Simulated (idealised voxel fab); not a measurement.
This section sets out a process module, namely voxel double patterning.
Pictured: cross-section cut, 250 nm wide, on a grid of 5 nm square cells.
Cross-section, as written here: a square-cell grid given band by band from the top down, where a band holds one or more rows of cells. A band entry consists of two parts. The first gives the height of the band's top and the height of its bottom, in nm. The rest lists the band's materials from left to right, each with its width in nm. A single material labelled with the word "everywhere" fills the band from edge to edge, and the word "air" marks empty space. Heights from 0 (as-received wafer is one material below). Bottom band endless downward, as "0 and below". You'd read "30..40" like this: the band's top row of cells is as wide as the first number, its bottom row is as wide as the second, and going down, every row changes width by the same amount as the row before did. The cross-section has no changed cell in any step marked "same as before". Any empty space of 8 cells or more lacking an open way to the top shows up in "Sealed void list" as width x height at distance, distance from the left edge, in nm. Formally, on a step line, whatever follows the settings is a remark that the simulator itself makes on the step. If you see "overlay nm" on a step's line and that step has a mask, it's telling you how far right of where it was planned the mask ended up; a negative number means it went left instead.

-- Planned step list for the process
1) RECEIVE: material Si
2) CONFORMAL_DEP: material SiN, thk nm 5
3) DIRECTIONAL_DEP: material SiO2, thk nm 20
4) DIRECTIONAL_DEP: material SiCN, thk nm 10
5) DIRECTIONAL_DEP: material aC, thk nm 15
6) PATTERN: tone open, mask id FIRST, material resist, width nm 15, pitch nm 50, thk nm 35, overlay nm 0
7) DIRECTIONAL_ETCH: etch materials aC, depth nm 15
8) STRIP: etch materials resist
9) DIRECTIONAL_ETCH: etch materials SiCN, depth nm 10
10) STRIP: etch materials aC
11) MASKED_ETCH: tone open, mask id SECOND, width nm 15, etch materials SiCN, depth nm 10, overlay nm 0
12) DIRECTIONAL_ETCH: etch materials SiO2, depth nm 20
13) STRIP: etch materials SiCN

-- Shown in cross-section is the wafer as received, that is, as it stands after step 1
* 0 and below  Si everywhere
* Sealed void list: none

-- Cross-section, first of two wafers, end of module, run as planned
* 25 down to 5  SiO2 90 / air 15 / SiO2 10 / air 15 / SiO2 10 / air 15 / SiO2 95
* 5 down to 0  SiN everywhere
* 0 and below  Si everywhere
* Sealed void list: none

-- What the second wafer looks like in cross-section once the module is done. Its start and its plan matched the first wafer's exactly; what differed was one mistake in how it was run
* 25 down to 20  SiN everywhere
* 20 down to 0  SiO2 everywhere
* 0 and below  Si everywhere
* Sealed void list: none
Processing error: plan vs actual: 2 and 3 interchanged
Final difference in cells, second wafer against first, listed per material as more or fewer: SiO2 +36
